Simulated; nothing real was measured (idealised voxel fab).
The following process module bears the name voxel tone inversion.
Section shown: cut. Width: 290 nm. Cell size: 5 nm, square.
Throughout this document, each cross-section is represented as a grid of square cells and is presented as a sequence of bands enumerated from the top downward, where a band comprises one or more rows of cells.
The band entry comprises the height of the band's top followed by the height of its bottom, expressed in nm, and subsequently the band's materials from left to right, each stated together with its width in nm. Where a single material is marked with the word "throughout", that material fills the band from edge to edge. The word "blank" represents empty space.
A quick word on heights: they are counted from 0, and under that level the wafer as it came to us is one material throughout. The lowest band is different from the rest in having no bottom; it simply continues downward, written as in "from 0 down".
A width such as "30 to 40" changes by the same amount from each row of cells to the next, from the band's top row to its bottom row.
The designation "left unchanged", where it is given for a processing step, indicates that no cell of the cross-section was altered in the course of that step.
Basically, "Entrapped void list" tells you about the enclosed voids: empty spaces with no open way to the top, 8 cells or bigger, each written width x height at distance, where distance is from the left edge, all in nm.
Where a step's line continues beyond its settings, the continuation is a remark by the simulator itself on that step.
The optional step-line setting "overlay nm" applies to steps with a mask and quantifies how far to the right of its planned location the mask lay, a negative value indicating leftward placement.
**The steps planned for the process are as follows**
step 1: op RECEIVE | material Si
step 2: op CONFORMAL_DEP | material SiCN | thk nm 10
step 3: op DIRECTIONAL_DEP | material aC | thk nm 25
step 4: op PATTERN | tone cover | mask id POSTS | material resist | width nm 20 | pitch nm 35 | thk nm 30 | overlay nm 0
step 5: op DIRECTIONAL_ETCH | etch materials aC | depth nm 25
step 6: op STRIP | etch materials resist
step 7: op FILL_DEP | material SiO2 | thk nm 10
step 8: op CMP | height nm 35
step 9: op STRIP | etch materials aC
step 10: op CONFORMAL_DEP | material TiN | thk nm 5
step 11: op FILL_DEP | material Cu | thk nm 5
step 12: op CMP | height nm 35
step 13: op CONFORMAL_DEP | material SiN | thk nm 5
**As-received wafer cross-section (after step 1)**
> from 0 down: Si throughout
> Entrapped void list: none
**Wafer cross-section at end of module: start and plan as shown above, one execution error**
> from 40 to 35: SiN throughout
> from 35 to 15: SiO2 (100) | TiN (5) | SiO2 (10) | TiN (5) | SiO2 (15) | TiN (5) | SiO2 (10) | TiN (5) | SiO2 (15) | TiN (5) | SiO2 (10) | TiN (5) | SiO2 (100)
> from 15 to 10: SiO2 (100) | TiN (20) | SiO2 (15) | TiN (20) | SiO2 (15) | TiN (20) | SiO2 (100)
> from 10 to 0: SiCN throughout
> from 0 down: Si throughout
> Entrapped void list: none
Which mistake was made when the wafer was run? step 11 changed vs plan, executed as op FILL_DEP | material SiO2 | thk nm 5
